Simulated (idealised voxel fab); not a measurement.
process module | voxel self aligned contacts
cross-section cut | 225 nm wide | cells 5 nm
A cross-section is a grid of square cells, given in bands from the top down. A band is one or more rows of cells.
Each band's line starts with the height of the band's top and of its bottom, in nm. Then come its materials from left to right, each with its width in nm. One material with "throughout" fills the band from edge to edge. "air" is empty space.
Height 0 is the level under which the wafer as received is all one material. The lowest band goes on downwards, as in "0 down".
A width such as "30 to 40" changes by the same amount from each row of cells to the next, from the band's top row to its bottom row.
"no change" after a step means that no cell of the cross-section changed.
closed voids: empty space of 8 cells or more with no open way to the top, each as width x height at its distance from the left edge, in nm
after a step's settings: what the simulator itself notes on the step
overlay nm, on a step with a mask: how far to the right of its planned place the mask lay; to the left if negative
plan
1 op RECEIVE | material Si
2 op CONFORMAL_DEP | material SiO2 | thk nm 5
3 op DIRECTIONAL_DEP | material polySi | thk nm 30
4 op DIRECTIONAL_DEP | material SiN | thk nm 15
5 op DIRECTIONAL_DEP | material aC | thk nm 15
6 op PATTERN | tone cover | mask id GATE | material resist | width nm 30 | pitch nm 65 | thk nm 35 | overlay nm 0
7 op DIRECTIONAL_ETCH | etch materials aC | depth nm 15
8 op STRIP | etch materials resist
9 op DIRECTIONAL_ETCH | etch materials SiN | depth nm 15
10 op DIRECTIONAL_ETCH | etch materials polySi | depth nm 30
11 op STRIP | etch materials aC
12 op CONFORMAL_DEP | material SiN | thk nm 5
13 op DIRECTIONAL_ETCH | etch materials SiN | depth nm 5
14 op FILL_DEP | material SiO2 | thk nm 15
15 op CMP | height nm 55
16 op MASKED_ETCH | tone open | mask id CONTACT | width nm 45 | etch materials SiO2 | depth nm 55 | overlay nm 0
17 op CONFORMAL_DEP | material TiN | thk nm 5
18 op FILL_DEP | material W | thk nm 5
19 op CMP | height nm 55
20 op CONFORMAL_DEP | material SiN | thk nm 5
as received, after step 1
  0 down: Si throughout
  closed voids: none
a wafer at the end: this start, this plan, one mistake
  60 to 55: SiN throughout
  55 to 50: SiO2 90 | TiN 10 | W 25 | TiN 10 | SiO2 90
  50 to 35: SiO2 65 | SiN 30 | TiN 5 | W 25 | TiN 5 | SiN 30 | SiO2 65
  35 to 5: SiO2 65 | SiN 5 | polySi 20 | SiN 5 | TiN 5 | W 25 | TiN 5 | SiN 5 | polySi 20 | SiN 5 | SiO2 65
  5 to 0: SiO2 95 | TiN 35 | SiO2 95
  0 down: Si throughout
  closed voids: none
what went wrong: step 6 ran as: op PATTERN | tone cover | mask id GATE | material resist | width nm 20 | pitch nm 65 | thk nm 35 | overlay nm 0
